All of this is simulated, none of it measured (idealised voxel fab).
process module | voxel self aligned contacts
cross-section cut | 205 nm wide | cells 5 nm
A cross-section is a grid of square cells, given in bands from the top down. A band is one or more rows of cells.
Each band's line starts with the height of the band's top and of its bottom, in nm. Then come its materials from left to right, each with its width in nm. One material with "throughout" fills the band from edge to edge. "air" is empty space.
Height 0 is the level under which the wafer as received is all one material. The lowest band goes on downwards, as in "0 down".
A width such as "30 to 40" changes by the same amount from each row of cells to the next, from the band's top row to its bottom row.
"no change" after a step means that no cell of the cross-section changed.
closed voids: empty space of 8 cells or more with no open way to the top, each as width x height at its distance from the left edge, in nm
after a step's settings: what the simulator itself notes on the step
overlay nm, on a step with a mask: how far to the right of its planned place the mask lay; to the left if negative
plan
1 op RECEIVE | material Si
2 op CONFORMAL_DEP | material SiO2 | thk nm 5
3 op DIRECTIONAL_DEP | material polySi | thk nm 25
4 op DIRECTIONAL_DEP | material SiN | thk nm 20
5 op PATTERN | tone cover | mask id GATE | material resist | width nm 35 | pitch nm 70 | thk nm 15 | overlay nm 0
6 op DIRECTIONAL_ETCH | etch materials SiN | depth nm 20
7 op DIRECTIONAL_ETCH | etch materials polySi | depth nm 25
8 op STRIP | etch materials resist
9 op CONFORMAL_DEP | material SiN | thk nm 5
10 op DIRECTIONAL_ETCH | etch materials SiN | depth nm 5
11 op FILL_DEP | material SiO2 | thk nm 10
12 op CMP | height nm 55
13 op DIRECTIONAL_DEP | material aC | thk nm 10
14 op PATTERN | tone open | mask id CONTACT | material resist | width nm 55 | pitch nm 70 | thk nm 25 | overlay nm 0
15 op DIRECTIONAL_ETCH | etch materials aC | depth nm 10
16 op STRIP | etch materials resist
17 op DIRECTIONAL_ETCH | etch materials SiO2 | depth nm 55
18 op STRIP | etch materials aC
19 op CONFORMAL_DEP | material TiN | thk nm 5
20 op FILL_DEP | material Ru | thk nm 5
21 op CMP | height nm 55
22 op CONFORMAL_DEP | material SiN | thk nm 5
varied across the wafers: thk nm of step 2. The plan shows the first wafer's value. All wafers start alike
first wafer as received, after step 1
  0 down: Si throughout
  closed voids: none
first wafer at the end, after step 22
  60 to 55: SiN throughout
  55 to 50: SiO2 40 | TiN 20 | Ru 15 | TiN 20 | SiO2 15 | TiN 20 | Ru 15 | TiN 20 | SiO2 40
  50 to 30: SiO2 10 | SiN 45 | TiN 5 | Ru 15 | TiN 5 | SiN 45 | TiN 5 | Ru 15 | TiN 5 | SiN 45 | SiO2 10
  30 to 5: SiO2 10 | SiN 5 | polySi 35 | SiN 5 | TiN 5 | Ru 15 | TiN 5 | SiN 5 | polySi 35 | SiN 5 | TiN 5 | Ru 15 | TiN 5 | SiN 5 | polySi 35 | SiN 5 | SiO2 10
  5 to 0: SiO2 55 | TiN 25 | SiO2 45 | TiN 25 | SiO2 55
  0 down: Si throughout
  closed voids: none
last wafer at the end
  60 to 55: SiN throughout
  55 to 45: SiO2 10 | SiN 45 | TiN 5 | Ru 15 | TiN 5 | SiN 45 | TiN 5 | Ru 15 | TiN 5 | SiN 45 | SiO2 10
  45 to 20: SiO2 10 | SiN 5 | polySi 35 | SiN 5 | TiN 5 | Ru 15 | TiN 5 | SiN 5 | polySi 35 | SiN 5 | TiN 5 | Ru 15 | TiN 5 | SiN 5 | polySi 35 | SiN 5 | SiO2 10
  20 to 5: SiO2 55 | TiN 5 | Ru 15 | TiN 5 | SiO2 45 | TiN 5 | Ru 15 | TiN 5 | SiO2 55
  5 to 0: SiO2 55 | TiN 25 | SiO2 45 | TiN 25 | SiO2 55
  0 down: Si throughout
  closed voids: none
each wafer at the end: cells of each material gained (+) or lost (-) since it was received, then its closed voids
thk nm 5 | +60 Ru | +179 SiN | +86 SiO2 | +62 TiN | +105 polySi | closed voids: none
thk nm 10 | +60 Ru | +179 SiN | +98 SiO2 | +50 TiN | +105 polySi | closed voids: none
thk nm 15 | +60 Ru | +152 SiN | +125 SiO2 | +50 TiN | +105 polySi | closed voids: none
thk nm 20 | +60 Ru | +125 SiN | +152 SiO2 | +50 TiN | +105 polySi | closed voids: none
